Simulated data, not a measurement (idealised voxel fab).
This section sets out a process module, namely voxel capacitor over wiring.
The width of the displayed cross-section, cut, is 215 nm; its cells are square, with a size of 5 nm.
Just so we're on the same page, the cross-sections are grids of square cells, and they're listed out in bands top to bottom, each band one or more rows deep.
Read a band's entry like this: the first values are the height of its top and the height of its bottom in nm, and what follows is the sequence of materials from left to right, each with its width in nm. Note that "blank" is empty space, and that a single material marked "all across" reaches across the band from edge to edge.
Heights are measured from 0, the level below which the as-received wafer is all one material; the lowest band has no bottom and continues downward, written as in "0..down".
Width "30..40": first value at the band's top row of cells, second value at its bottom row, equal change from row to row.
Key: "nothing altered" - step with no changed cell in the cross-section.
You'll see "closed voids" listing empty spaces that have no way open to the top, as long as they're 8 cells or more; the notation is width x height at distance, where the distance is from the left edge, and all of it is in nm.
On a step's line, text after the settings is the simulator commenting on that step.
A step's line can hold "overlay nm"; with a mask on that step, the setting says how far right of the planned place the mask lay, while a negative setting says it lay to the left.
Pairs from here to the end. Each: cross-section before one process step, cross-section after it, the latter only as far down as the lowest band that changed. Under each: the step between, and its settings. Mind that the pairs may be taken from different runs of this module on the same starting wafer; whether a pair continues from the pair above depends on its entry headed "State before", and it does only where that entry says so.

[State before]
	0..down = Si all across
	closed voids: none

[Resulting Structure]
	15..0 = SiO2 all across
	Heights below 0 show no change.
	closed voids: none
Process step bridging the above cross-sections: CONFORMAL_DEP (material SiO2; thk nm 15)

State before: Please consult the pair immediately above; the cross-section it shows after its step is the state before this step.

[Resulting Structure]
	20..15 = SiN all across
	Heights below 15 show no change.
	closed voids: none
Process step bridging the above cross-sections: CONFORMAL_DEP (material SiN; thk nm 5)

State before: Please consult the pair immediately above; the cross-section it shows after its step is the state before this step.

[Resulting Structure]
	40..20 = lowk all across
	Heights below 20 show no change.
	closed voids: none
Process step bridging the above cross-sections: DIRECTIONAL_DEP (material lowk; thk nm 20)

State before: Please consult the pair immediately above; the cross-section it shows after its step is the state before this step.

[Resulting Structure]
	40..20 = 45 lowk, 25 blank, 70 lowk, 25 blank, 50 lowk
	Heights below 20 show no change.
	closed voids: none
Process step bridging the above cross-sections: MASKED_ETCH (tone open; mask id METAL_1; width nm 25; pitch nm 95; etch materials lowk; depth nm 20; overlay nm 0)

State before: Please consult the pair immediately above; the cross-section it shows after its step is the state before this step.

[Resulting Structure]
	40..20 = 45 lowk, 25 blank, 70 lowk, 25 blank, 50 lowk
	20..15 = 45 SiN, 25 blank, 70 SiN, 25 blank, 50 SiN
	Heights below 15 show no change.
	closed voids: none
Process step bridging the above cross-sections: MASKED_ETCH (tone open; mask id METAL_1; width nm 25; pitch nm 95; etch materials SiN; depth nm 5; overlay nm 0)

State before: Please consult the pair immediately above; the cross-section it shows after its step is the state before this step.

[Resulting Structure]
	45..40 = 50 TiN, 15 blank, 80 TiN, 15 blank, 55 TiN
	40..20 = 45 lowk, 5 TiN, 15 blank, 5 TiN, 70 lowk, 5 TiN, 15 blank, 5 TiN, 50 lowk
	20..15 = 45 SiN, 25 TiN, 70 SiN, 25 TiN, 50 SiN
	Heights below 15 show no change.
	closed voids: none
Process step bridging the above cross-sections: CONFORMAL_DEP (material TiN; thk nm 5)

State before: Please consult the pair immediately above; the cross-section it shows after its step is the state before this step.

[Resulting Structure]
	50..45 = W all across
	45..40 = 50 TiN, 15 W, 80 TiN, 15 W, 55 TiN
	40..20 = 45 lowk, 5 TiN, 15 W, 5 TiN, 70 lowk, 5 TiN, 15 W, 5 TiN, 50 lowk
	Heights below 20 show no change.
	closed voids: none
Process step bridging the above cross-sections: FILL_DEP (material W; thk nm 5)

State before: Please consult the pair immediately above; the cross-section it shows after its step is the state before this step.

[Resulting Structure]
	40..20 = 45 lowk, 5 TiN, 15 W, 5 TiN, 70 lowk, 5 TiN, 15 W, 5 TiN, 50 lowk
	Heights below 20 show no change.
	closed voids: none
Process step bridging the above cross-sections: CMP (height nm 40)

State before: Please consult the pair immediately above; the cross-section it shows after its step is the state before this step.

[Resulting Structure]
	45..40 = 40 blank, 35 Ru, 60 blank, 35 Ru, 45 blank
	Heights below 40 show no change.
	closed voids: none
Process step bridging the above cross-sections: EPI (material Ru; thk nm 5)

State before: Please consult the pair immediately above; the cross-section it shows after its step is the state before this step.

[Resulting Structure]
	50..45 = SiCN all across
	45..40 = 40 SiCN, 35 Ru, 60 SiCN, 35 Ru, 45 SiCN
	Heights below 40 show no change.
	closed voids: none
Process step bridging the above cross-sections: FILL_DEP (material SiCN; thk nm 5)

State before: Please consult the pair immediately above; the cross-section it shows after its step is the state before this step.

[Resulting Structure]
	60..50 = SiO2 all across
	Heights below 50 show no change.
	closed voids: none
Process step bridging the above cross-sections: DIRECTIONAL_DEP (material SiO2; thk nm 10)

State before: Please consult the pair immediately above; the cross-section it shows after its step is the state before this step.

[Resulting Structure]
	75..60 = 55 resist, 15 blank, 145 resist
	Heights below 60 show no change.
	closed voids: none
Process step bridging the above cross-sections: PATTERN (tone open; mask id PLUG_1; material resist; width nm 15; thk nm 15; overlay nm 0)

State before: Please consult the pair immediately above; the cross-section it shows after its step is the state before this step.

[Resulting Structure]
	75..60 = 55 resist, 15 blank, 145 resist
	60..50 = 55 SiO2, 15 blank, 145 SiO2
	Heights below 50 show no change.
	closed voids: none
Process step bridging the above cross-sections: DIRECTIONAL_ETCH (etch materials SiO2; depth nm 10)

State before: Please consult the pair immediately above; the cross-section it shows after its step is the state before this step.

[Resulting Structure]
	75..60 = 55 resist, 15 blank, 145 resist
	60..50 = 55 SiO2, 15 blank, 145 SiO2
	50..45 = 55 SiCN, 15 blank, 145 SiCN
	Heights below 45 show no change.
	closed voids: none
Process step bridging the above cross-sections: DIRECTIONAL_ETCH (etch materials SiCN; depth nm 5)

State before: Please consult the pair immediately above; the cross-section it shows after its step is the state before this step.

[Resulting Structure]
	60..50 = 55 SiO2, 15 blank, 145 SiO2
	Heights below 50 show no change.
	closed voids: none
Process step bridging the above cross-sections: STRIP (etch materials resist)

State before: Please consult the pair immediately above; the cross-section it shows after its step is the state before this step.

[Resulting Structure]
	65..60 = 60 TiN, 5 blank, 150 TiN
	60..50 = 55 SiO2, 5 TiN, 5 blank, 5 TiN, 145 SiO2
	50..45 = 55 SiCN, 15 TiN, 145 SiCN
	Heights below 45 show no change.
	closed voids: none
Process step bridging the above cross-sections: CONFORMAL_DEP (material TiN; thk nm 5)

State before: Please consult the pair immediately above; the cross-section it shows after its step is the state before this step.

[Resulting Structure]
	70..65 = Ru all across
	65..60 = 60 TiN, 5 Ru, 150 TiN
	60..50 = 55 SiO2, 5 TiN, 5 Ru, 5 TiN, 145 SiO2
	Heights below 50 show no change.
	closed voids: none
Process step bridging the above cross-sections: FILL_DEP (material Ru; thk nm 5)

State before: Please consult the pair immediately above; the cross-section it shows after its step is the state before this step.

[Resulting Structure]
	60..50 = 55 SiO2, 5 TiN, 5 Ru, 5 TiN, 145 SiO2
	Heights below 50 show no change.
	closed voids: none
Process step bridging the above cross-sections: CMP (height nm 60)

State before: Please consult the pair immediately above; the cross-section it shows after its step is the state before this step.

[Resulting Structure]
	70..60 = TiN all across
	Heights below 60 show no change.
	closed voids: none
Process step bridging the above cross-sections: DIRECTIONAL_DEP (material TiN; thk nm 10)

State before: Please consult the pair immediately above; the cross-section it shows after its step is the state before this step.

[Resulting Structure]
	75..70 = HfO2 all across
	Heights below 70 show no change.
	closed voids: none
Process step bridging the above cross-sections: DIRECTIONAL_DEP (material HfO2; thk nm 5)

State before: Please consult the pair immediately above; the cross-section it shows after its step is the state before this step.

[Resulting Structure]
	85..75 = TiN all across
	Heights below 75 show no change.
	closed voids: none
Process step bridging the above cross-sections: DIRECTIONAL_DEP (material TiN; thk nm 10)

State before: Please consult the pair immediately above; the cross-section it shows after its step is the state before this step.

[Resulting Structure]
	95..85 = aC all across
	Heights below 85 show no change.
	closed voids: none
Process step bridging the above cross-sections: DIRECTIONAL_DEP (material aC; thk nm 10)

State before: Please consult the pair immediately above; the cross-section it shows after its step is the state before this step.

[Resulting Structure]
	120..95 = 55 blank, 75 resist, 85 blank
	Heights below 95 show no change.
	closed voids: none
Process step bridging the above cross-sections: PATTERN (tone cover; mask id UPPER_PLATE; material resist; width nm 75; thk nm 25; overlay nm 0)

State before: Please consult the pair immediately above; the cross-section it shows after its step is the state before this step.

[Resulting Structure]
	110..95 = 55 blank, 75 resist, 85 blank
	95..85 = 55 blank, 75 aC, 85 blank
	Heights below 85 show no change.
	closed voids: none
Process step bridging the above cross-sections: DIRECTIONAL_ETCH (etch materials aC; depth nm 10)

State before: Please consult the pair immediately above; the cross-section it shows after its step is the state before this step.

[Resulting Structure]
	95..85 = 55 blank, 75 aC, 85 blank
	Heights below 85 show no change.
	closed voids: none
Process step bridging the above cross-sections: STRIP (etch materials resist)

State before: Please consult the pair immediately above; the cross-section it shows after its step is the state before this step.

[Resulting Structure]
	95..85 = 55 blank, 75 aC, 85 blank
	85..75 = 55 blank, 75 TiN, 85 blank
	Heights below 75 show no change.
	closed voids: none
Process step bridging the above cross-sections: DIRECTIONAL_ETCH (etch materials TiN; depth nm 10)

State before: Please consult the pair immediately above; the cross-section it shows after its step is the state before this step.

[Resulting Structure]
	95..85 = 55 blank, 75 aC, 85 blank
	85..75 = 55 blank, 75 TiN, 85 blank
	75..70 = 55 blank, 75 HfO2, 85 blank
	Heights below 70 show no change.
	closed voids: none
Process step bridging the above cross-sections: DIRECTIONAL_ETCH (etch materials HfO2; depth nm 5)

State before: Please consult the pair immediately above; the cross-section it shows after its step is the state before this step.

[Resulting Structure]
	85..75 = 55 blank, 75 TiN, 85 blank
	Heights below 75 show no change.
	closed voids: none
Process step bridging the above cross-sections: STRIP (etch materials aC)

State before: Please consult the pair immediately above; the cross-section it shows after its step is the state before this step.

[Resulting Structure]
	85..75 = 55 blank, 75 TiN, 85 blank
	75..70 = 55 blank, 75 HfO2, 85 blank
	70..60 = 50 blank, 85 TiN, 80 blank
	Heights below 60 show no change.
	closed voids: none
Process step bridging the above cross-sections: MASKED_ETCH (tone cover; mask id LOWER_PLATE; width nm 85; etch materials TiN; depth nm 10; overlay nm 0)

State before: Please consult the pair immediately above; the cross-section it shows after its step is the state before this step.

[Resulting Structure]
	105..85 = SiO2 all across
	85..75 = 55 SiO2, 75 TiN, 85 SiO2
	75..70 = 55 SiO2, 75 HfO2, 85 SiO2
	70..60 = 50 SiO2, 85 TiN, 80 SiO2
	Heights below 60 show no change.
	closed voids: none
Process step bridging the above cross-sections: FILL_DEP (material SiO2; thk nm 20)

State before: Please consult the pair immediately above; the cross-section it shows after its step is the state before this step.

[Resulting Structure]
	100..85 = SiO2 all across
	Heights below 85 show no change.
	closed voids: none
Process step bridging the above cross-sections: CMP (height nm 100)

State before: Please consult the pair immediately above; the cross-section it shows after its step is the state before this step.

[Resulting Structure]
	120..100 = 65 resist, 15 blank, 135 resist
	Heights below 100 show no change.
	closed voids: none
Process step bridging the above cross-sections: PATTERN (tone open; mask id PLUG_2; material resist; width nm 15; thk nm 20; overlay nm 0)

State before: Please consult the pair immediately above; the cross-section it shows after its step is the state before this step.

[Resulting Structure]
	120..100 = 65 resist, 15 blank, 135 resist
	100..85 = 65 SiO2, 15 blank, 135 SiO2
	Heights below 85 show no change.
	closed voids: none
Process step bridging the above cross-sections: DIRECTIONAL_ETCH (etch materials SiO2; depth nm 15)

State before: Please consult the pair immediately above; the cross-section it shows after its step is the state before this step.

[Resulting Structure]
	100..85 = 65 SiO2, 15 blank, 135 SiO2
	Heights below 85 show no change.
	closed voids: none
Process step bridging the above cross-sections: STRIP (etch materials resist)

State before: Please consult the pair immediately above; the cross-section it shows after its step is the state before this step.

[Resulting Structure]
	105..100 = 70 TiN, 5 blank, 140 TiN
	100..90 = 65 SiO2, 5 TiN, 5 blank, 5 TiN, 135 SiO2
	90..85 = 65 SiO2, 15 TiN, 135 SiO2
	Heights below 85 show no change.
	closed voids: none
Process step bridging the above cross-sections: CONFORMAL_DEP (material TiN; thk nm 5)

State before: Please consult the pair immediately above; the cross-section it shows after its step is the state before this step.

[Resulting Structure]
	110..105 = Ru all across
	105..100 = 70 TiN, 5 Ru, 140 TiN
	100..90 = 65 SiO2, 5 TiN, 5 Ru, 5 TiN, 135 SiO2
	Heights below 90 show no change.
	closed voids: none
Process step bridging the above cross-sections: FILL_DEP (material Ru; thk nm 5)

State before: Please consult the pair immediately above; the cross-section it shows after its step is the state before this step.

[Resulting Structure]
	100..90 = 65 SiO2, 5 TiN, 5 Ru, 5 TiN, 135 SiO2
	Heights below 90 show no change.
	closed voids: none
Process step bridging the above cross-sections: CMP (height nm 100)

State before: Please consult the pair immediately above; the cross-section it shows after its step is the state before this step.

[Resulting Structure]
	105..100 = SiN all across
	Heights below 100 show no change.
	closed voids: none
Process step bridging the above cross-sections: CONFORMAL_DEP (material SiN; thk nm 5)

[State before]
	70..60 = TiN all across
	60..50 = 55 SiO2, 5 TiN, 5 Ru, 5 TiN, 145 SiO2
	50..45 = 55 SiCN, 15 TiN, 145 SiCN
	45..40 = 40 SiCN, 35 Ru, 60 SiCN, 35 Ru, 45 SiCN
	40..20 = 45 lowk, 5 TiN, 15 W, 5 TiN, 70 lowk, 5 TiN, 15 W, 5 TiN, 50 lowk
	20..15 = 45 SiN, 25 TiN, 70 SiN, 25 TiN, 50 SiN
	15..0 = SiO2 all across
	0..down = Si all across
	closed voids: none

[Resulting Structure]
	80..60 = TiN all across
	Heights below 60 show no change.
	closed voids: none
Process step bridging the above cross-sections: DIRECTIONAL_DEP (material TiN; thk nm 10)

State before: Please consult the pair immediately above; the cross-section it shows after its step is the state before this step.

[Resulting Structure]
	90..80 = aC all across
	Heights below 80 show no change.
	closed voids: none
Process step bridging the above cross-sections: DIRECTIONAL_DEP (material aC; thk nm 10)

State before: Please consult the pair immediately above; the cross-section it shows after its step is the state before this step.

[Resulting Structure]
	115..90 = 55 blank, 75 resist, 85 blank
	Heights below 90 show no change.
	closed voids: none
Process step bridging the above cross-sections: PATTERN (tone cover; mask id UPPER_PLATE; material resist; width nm 75; thk nm 25; overlay nm 0)

State before: Please consult the pair immediately above; the cross-section it shows after its step is the state before this step.

[Resulting Structure]
	105..90 = 55 blank, 75 resist, 85 blank
	90..80 = 55 blank, 75 aC, 85 blank
	Heights below 80 show no change.
	closed voids: none
Process step bridging the above cross-sections: DIRECTIONAL_ETCH (etch materials aC; depth nm 10)

State before: Please consult the pair immediately above; the cross-section it shows after its step is the state before this step.

[Resulting Structure]
	90..80 = 55 blank, 75 aC, 85 blank
	Heights below 80 show no change.
	closed voids: none
Process step bridging the above cross-sections: STRIP (etch materials resist)

State before: Please consult the pair immediately above; the cross-section it shows after its step is the state before this step.

[Resulting Structure]
	90..80 = 55 blank, 75 aC, 85 blank
	80..70 = 55 blank, 75 TiN, 85 blank
	Heights below 70 show no change.
	closed voids: none
Process step bridging the above cross-sections: DIRECTIONAL_ETCH (etch materials TiN; depth nm 10)

State before: Please consult the pair immediately above; the cross-section it shows after its step is the state before this step.

[Resulting Structure]
	80..70 = 55 blank, 75 TiN, 85 blank
	Heights below 70 show no change.
	closed voids: none
Process step bridging the above cross-sections: STRIP (etch materials aC)

State before: Please consult the pair immediately above; the cross-section it shows after its step is the state before this step.

[Resulting Structure]
	80..70 = 55 blank, 75 TiN, 85 blank
	70..60 = 50 blank, 85 TiN, 80 blank
	Heights below 60 show no change.
	closed voids: none
Process step bridging the above cross-sections: MASKED_ETCH (tone cover; mask id LOWER_PLATE; width nm 85; etch materials TiN; depth nm 10; overlay nm 0)

State before: Please consult the pair immediately above; the cross-section it shows after its step is the state before this step.

[Resulting Structure]
	100..80 = SiO2 all across
	80..70 = 55 SiO2, 75 TiN, 85 SiO2
	70..60 = 50 SiO2, 85 TiN, 80 SiO2
	Heights below 60 show no change.
	closed voids: none
Process step bridging the above cross-sections: FILL_DEP (material SiO2; thk nm 20)

State before: Please consult the pair immediately above; the cross-section it shows after its step is the state before this step.

[Resulting Structure]
	120..100 = 65 resist, 15 blank, 135 resist
	Heights below 100 show no change.
	closed voids: none
Process step bridging the above cross-sections: PATTERN (tone open; mask id PLUG_2; material resist; width nm 15; thk nm 20; overlay nm 0)

State before: Please consult the pair immediately above; the cross-section it shows after its step is the state before this step.

[Resulting Structure]
	120..100 = 65 resist, 15 blank, 135 resist
	100..85 = 65 SiO2, 15 blank, 135 SiO2
	Heights below 85 show no change.
	closed voids: none
Process step bridging the above cross-sections: DIRECTIONAL_ETCH (etch materials SiO2; depth nm 15)

State before: Please consult the pair immediately above; the cross-section it shows after its step is the state before this step.

[Resulting Structure]
	100..85 = 65 SiO2, 15 blank, 135 SiO2
	Heights below 85 show no change.
	closed voids: none
Process step bridging the above cross-sections: STRIP (etch materials resist)

State before: Please consult the pair immediately above; the cross-section it shows after its step is the state before this step.

[Resulting Structure]
	105..100 = 70 TiN, 5 blank, 140 TiN
	100..90 = 65 SiO2, 5 TiN, 5 blank, 5 TiN, 135 SiO2
	90..85 = 65 SiO2, 15 TiN, 135 SiO2
	Heights below 85 show no change.
	closed voids: none
Process step bridging the above cross-sections: CONFORMAL_DEP (material TiN; thk nm 5)

State before: Please consult the pair immediately above; the cross-section it shows after its step is the state before this step.

[Resulting Structure]
	110..105 = Ru all across
	105..100 = 70 TiN, 5 Ru, 140 TiN
	100..90 = 65 SiO2, 5 TiN, 5 Ru, 5 TiN, 135 SiO2
	Heights below 90 show no change.
	closed voids: none
Process step bridging the above cross-sections: FILL_DEP (material Ru; thk nm 5)

State before: Please consult the pair immediately above; the cross-section it shows after its step is the state before this step.

[Resulting Structure]
	100..90 = 65 SiO2, 5 TiN, 5 Ru, 5 TiN, 135 SiO2
	Heights below 90 show no change.
	closed voids: none
Process step bridging the above cross-sections: CMP (height nm 100)

State before: Please consult the pair immediately above; the cross-section it shows after its step is the state before this step.

[Resulting Structure]
	105..100 = SiN all across
	Heights below 100 show no change.
	closed voids: none
Process step bridging the above cross-sections: CONFORMAL_DEP (material SiN; thk nm 5)

[State before]
	15..0 = SiO2 all across
	0..down = Si all across
	closed voids: none

[Resulting Structure]
	30..0 = SiO2 all across
	Heights below 0 show no change.
	closed voids: none
Process step bridging the above cross-sections: CONFORMAL_DEP (material SiO2; thk nm 15)

State before: Please consult the pair immediately above; the cross-section it shows after its step is the state before this step.

[Resulting Structure]
	35..30 = SiN all across
	Heights below 30 show no change.
	closed voids: none
Process step bridging the above cross-sections: CONFORMAL_DEP (material SiN; thk nm 5)

State before: Please consult the pair immediately above; the cross-section it shows after its step is the state before this step.

[Resulting Structure]
	55..35 = lowk all across
	Heights below 35 show no change.
	closed voids: none
Process step bridging the above cross-sections: DIRECTIONAL_DEP (material lowk; thk nm 20)

State before: Please consult the pair immediately above; the cross-section it shows after its step is the state before this step.

[Resulting Structure]
	55..35 = 45 lowk, 25 blank, 70 lowk, 25 blank, 50 lowk
	Heights below 35 show no change.
	closed voids: none
Process step bridging the above cross-sections: MASKED_ETCH (tone open; mask id METAL_1; width nm 25; pitch nm 95; etch materials lowk; depth nm 20; overlay nm 0)

State before: Please consult the pair immediately above; the cross-section it shows after its step is the state before this step.

[Resulting Structure]
	55..35 = 45 lowk, 25 blank, 70 lowk, 25 blank, 50 lowk
	35..30 = 45 SiN, 25 blank, 70 SiN, 25 blank, 50 SiN
	Heights below 30 show no change.
	closed voids: none
Process step bridging the above cross-sections: MASKED_ETCH (tone open; mask id METAL_1; width nm 25; pitch nm 95; etch materials SiN; depth nm 5; overlay nm 0)

State before: Please consult the pair immediately above; the cross-section it shows after its step is the state before this step.

[Resulting Structure]
	60..55 = 50 TiN, 15 blank, 80 TiN, 15 blank, 55 TiN
	55..35 = 45 lowk, 5 TiN, 15 blank, 5 TiN, 70 lowk, 5 TiN, 15 blank, 5 TiN, 50 lowk
	35..30 = 45 SiN, 25 TiN, 70 SiN, 25 TiN, 50 SiN
	Heights below 30 show no change.
	closed voids: none
Process step bridging the above cross-sections: CONFORMAL_DEP (material TiN; thk nm 5)

State before: Please consult the pair immediately above; the cross-section it shows after its step is the state before this step.

[Resulting Structure]
	65..60 = W all across
	60..55 = 50 TiN, 15 W, 80 TiN, 15 W, 55 TiN
	55..35 = 45 lowk, 5 TiN, 15 W, 5 TiN, 70 lowk, 5 TiN, 15 W, 5 TiN, 50 lowk
	Heights below 35 show no change.
	closed voids: none
Process step bridging the above cross-sections: FILL_DEP (material W; thk nm 5)

State before: Please consult the pair immediately above; the cross-section it shows after its step is the state before this step.

[Resulting Structure]
	40..35 = 45 lowk, 5 TiN, 15 W, 5 TiN, 70 lowk, 5 TiN, 15 W, 5 TiN, 50 lowk
	Heights below 35 show no change.
	closed voids: none
Process step bridging the above cross-sections: CMP (height nm 40)

State before: Please consult the pair immediately above; the cross-section it shows after its step is the state before this step.

[Resulting Structure]
	45..40 = 40 blank, 35 Ru, 60 blank, 35 Ru, 45 blank
	Heights below 40 show no change.
	closed voids: none
Process step bridging the above cross-sections: EPI (material Ru; thk nm 5)

State before: Please consult the pair immediately above; the cross-section it shows after its step is the state before this step.

[Resulting Structure]
	50..45 = SiCN all across
	45..40 = 40 SiCN, 35 Ru, 60 SiCN, 35 Ru, 45 SiCN
	Heights below 40 show no change.
	closed voids: none
Process step bridging the above cross-sections: FILL_DEP (material SiCN; thk nm 5)

State before: Please consult the pair immediately above; the cross-section it shows after its step is the state before this step.

[Resulting Structure]
	60..50 = SiO2 all across
	Heights below 50 show no change.
	closed voids: none
Process step bridging the above cross-sections: DIRECTIONAL_DEP (material SiO2; thk nm 10)

State before: Please consult the pair immediately above; the cross-section it shows after its step is the state before this step.

[Resulting Structure]
	75..60 = 55 resist, 15 blank, 145 resist
	Heights below 60 show no change.
	closed voids: none
Process step bridging the above cross-sections: PATTERN (tone open; mask id PLUG_1; material resist; width nm 15; thk nm 15; overlay nm 0)

State before: Please consult the pair immediately above; the cross-section it shows after its step is the state before this step.

[Resulting Structure]
	75..60 = 55 resist, 15 blank, 145 resist
	60..50 = 55 SiO2, 15 blank, 145 SiO2
	Heights below 50 show no change.
	closed voids: none
Process step bridging the above cross-sections: DIRECTIONAL_ETCH (etch materials SiO2; depth nm 10)

State before: Please consult the pair immediately above; the cross-section it shows after its step is the state before this step.

[Resulting Structure]
	75..60 = 55 resist, 15 blank, 145 resist
	60..50 = 55 SiO2, 15 blank, 145 SiO2
	50..45 = 55 SiCN, 15 blank, 145 SiCN
	Heights below 45 show no change.
	closed voids: none
Process step bridging the above cross-sections: DIRECTIONAL_ETCH (etch materials SiCN; depth nm 5)

State before: Please consult the pair immediately above; the cross-section it shows after its step is the state before this step.

[Resulting Structure]
	60..50 = 55 SiO2, 15 blank, 145 SiO2
	Heights below 50 show no change.
	closed voids: none
Process step bridging the above cross-sections: STRIP (etch materials resist)

State before: Please consult the pair immediately above; the cross-section it shows after its step is the state before this step.

[Resulting Structure]
	65..60 = 60 TiN, 5 blank, 150 TiN
	60..50 = 55 SiO2, 5 TiN, 5 blank, 5 TiN, 145 SiO2
	50..45 = 55 SiCN, 15 TiN, 145 SiCN
	Heights below 45 show no change.
	closed voids: none
Process step bridging the above cross-sections: CONFORMAL_DEP (material TiN; thk nm 5)

State before: Please consult the pair immediately above; the cross-section it shows after its step is the state before this step.

[Resulting Structure]
	70..65 = Ru all across
	65..60 = 60 TiN, 5 Ru, 150 TiN
	60..50 = 55 SiO2, 5 TiN, 5 Ru, 5 TiN, 145 SiO2
	Heights below 50 show no change.
	closed voids: none
Process step bridging the above cross-sections: FILL_DEP (material Ru; thk nm 5)

State before: Please consult the pair immediately above; the cross-section it shows after its step is the state before this step.

[Resulting Structure]
	60..50 = 55 SiO2, 5 TiN, 5 Ru, 5 TiN, 145 SiO2
	Heights below 50 show no change.
	closed voids: none
Process step bridging the above cross-sections: CMP (height nm 60)

State before: Please consult the pair immediately above; the cross-section it shows after its step is the state before this step.

[Resulting Structure]
	70..60 = TiN all across
	Heights below 60 show no change.
	closed voids: none
Process step bridging the above cross-sections: DIRECTIONAL_DEP (material TiN; thk nm 10)

State before: Please consult the pair immediately above; the cross-section it shows after its step is the state before this step.

[Resulting Structure]
	75..70 = HfO2 all across
	Heights below 70 show no change.
	closed voids: none
Process step bridging the above cross-sections: DIRECTIONAL_DEP (material HfO2; thk nm 5)

State before: Please consult the pair immediately above; the cross-section it shows after its step is the state before this step.

[Resulting Structure]
	85..75 = TiN all across
	Heights below 75 show no change.
	closed voids: none
Process step bridging the above cross-sections: DIRECTIONAL_DEP (material TiN; thk nm 10)

State before: Please consult the pair immediately above; the cross-section it shows after its step is the state before this step.

[Resulting Structure]
	95..85 = aC all across
	Heights below 85 show no change.
	closed voids: none
Process step bridging the above cross-sections: DIRECTIONAL_DEP (material aC; thk nm 10)

State before: Please consult the pair immediately above; the cross-section it shows after its step is the state before this step.

[Resulting Structure]
	120..95 = 55 blank, 75 resist, 85 blank
	Heights below 95 show no change.
	closed voids: none
Process step bridging the above cross-sections: PATTERN (tone cover; mask id UPPER_PLATE; material resist; width nm 75; thk nm 25; overlay nm 0)

State before: Please consult the pair immediately above; the cross-section it shows after its step is the state before this step.

[Resulting Structure]
	110..95 = 55 blank, 75 resist, 85 blank
	95..85 = 55 blank, 75 aC, 85 blank
	Heights below 85 show no change.
	closed voids: none
Process step bridging the above cross-sections: DIRECTIONAL_ETCH (etch materials aC; depth nm 10)

State before: Please consult the pair immediately above; the cross-section it shows after its step is the state before this step.

[Resulting Structure]
	95..85 = 55 blank, 75 aC, 85 blank
	Heights below 85 show no change.
	closed voids: none
Process step bridging the above cross-sections: STRIP (etch materials resist)

State before: Please consult the pair immediately above; the cross-section it shows after its step is the state before this step.

[Resulting Structure]
	95..85 = 55 blank, 75 aC, 85 blank
	85..75 = 55 blank, 75 TiN, 85 blank
	Heights below 75 show no change.
	closed voids: none
Process step bridging the above cross-sections: DIRECTIONAL_ETCH (etch materials TiN; depth nm 10)

State before: Please consult the pair immediately above; the cross-section it shows after its step is the state before this step.

[Resulting Structure]
	95..85 = 55 blank, 75 aC, 85 blank
	85..75 = 55 blank, 75 TiN, 85 blank
	75..70 = 55 blank, 75 HfO2, 85 blank
	Heights below 70 show no change.
	closed voids: none
Process step bridging the above cross-sections: DIRECTIONAL_ETCH (etch materials HfO2; depth nm 5)

State before: Please consult the pair immediately above; the cross-section it shows after its step is the state before this step.

[Resulting Structure]
	85..75 = 55 blank, 75 TiN, 85 blank
	Heights below 75 show no change.
	closed voids: none
Process step bridging the above cross-sections: STRIP (etch materials aC)

State before: Please consult the pair immediately above; the cross-section it shows after its step is the state before this step.

[Resulting Structure]
	85..75 = 55 blank, 75 TiN, 85 blank
	75..70 = 55 blank, 75 HfO2, 85 blank
	70..60 = 50 blank, 85 TiN, 80 blank
	Heights below 60 show no change.
	closed voids: none
Process step bridging the above cross-sections: MASKED_ETCH (tone cover; mask id LOWER_PLATE; width nm 85; etch materials TiN; depth nm 10; overlay nm 0)

State before: Please consult the pair immediately above; the cross-section it shows after its step is the state before this step.

[Resulting Structure]
	105..85 = SiO2 all across
	85..75 = 55 SiO2, 75 TiN, 85 SiO2
	75..70 = 55 SiO2, 75 HfO2, 85 SiO2
	70..60 = 50 SiO2, 85 TiN, 80 SiO2
	Heights below 60 show no change.
	closed voids: none
Process step bridging the above cross-sections: FILL_DEP (material SiO2; thk nm 20)

State before: Please consult the pair immediately above; the cross-section it shows after its step is the state before this step.

[Resulting Structure]
	100..85 = SiO2 all across
	Heights below 85 show no change.
	closed voids: none
Process step bridging the above cross-sections: CMP (height nm 100)

State before: Please consult the pair immediately above; the cross-section it shows after its step is the state before this step.

[Resulting Structure]
	120..100 = 65 resist, 15 blank, 135 resist
	Heights below 100 show no change.
	closed voids: none
Process step bridging the above cross-sections: PATTERN (tone open; mask id PLUG_2; material resist; width nm 15; thk nm 20; overlay nm 0)

State before: Please consult the pair immediately above; the cross-section it shows after its step is the state before this step.

[Resulting Structure]
	120..100 = 65 resist, 15 blank, 135 resist
	100..85 = 65 SiO2, 15 blank, 135 SiO2
	Heights below 85 show no change.
	closed voids: none
Process step bridging the above cross-sections: DIRECTIONAL_ETCH (etch materials SiO2; depth nm 15)

State before: Please consult the pair immediately above; the cross-section it shows after its step is the state before this step.

[Resulting Structure]
	100..85 = 65 SiO2, 15 blank, 135 SiO2
	Heights below 85 show no change.
	closed voids: none
Process step bridging the above cross-sections: STRIP (etch materials resist)

State before: Please consult the pair immediately above; the cross-section it shows after its step is the state before this step.

[Resulting Structure]
	105..100 = 70 TiN, 5 blank, 140 TiN
	100..90 = 65 SiO2, 5 TiN, 5 blank, 5 TiN, 135 SiO2
	90..85 = 65 SiO2, 15 TiN, 135 SiO2
	Heights below 85 show no change.
	closed voids: none
Process step bridging the above cross-sections: CONFORMAL_DEP (material TiN; thk nm 5)

State before: Please consult the pair immediately above; the cross-section it shows after its step is the state before this step.

[Resulting Structure]
	110..105 = Ru all across
	105..100 = 70 TiN, 5 Ru, 140 TiN
	100..90 = 65 SiO2, 5 TiN, 5 Ru, 5 TiN, 135 SiO2
	Heights below 90 show no change.
	closed voids: none
Process step bridging the above cross-sections: FILL_DEP (material Ru; thk nm 5)

State before: Please consult the pair immediately above; the cross-section it shows after its step is the state before this step.

[Resulting Structure]
	100..90 = 65 SiO2, 5 TiN, 5 Ru, 5 TiN, 135 SiO2
	Heights below 90 show no change.
	closed voids: none
Process step bridging the above cross-sections: CMP (height nm 100)

State before: Please consult the pair immediately above; the cross-section it shows after its step is the state before this step.

[Resulting Structure]
	105..100 = SiN all across
	Heights below 100 show no change.
	closed voids: none
Process step bridging the above cross-sections: CONFORMAL_DEP (material SiN; thk nm 5)
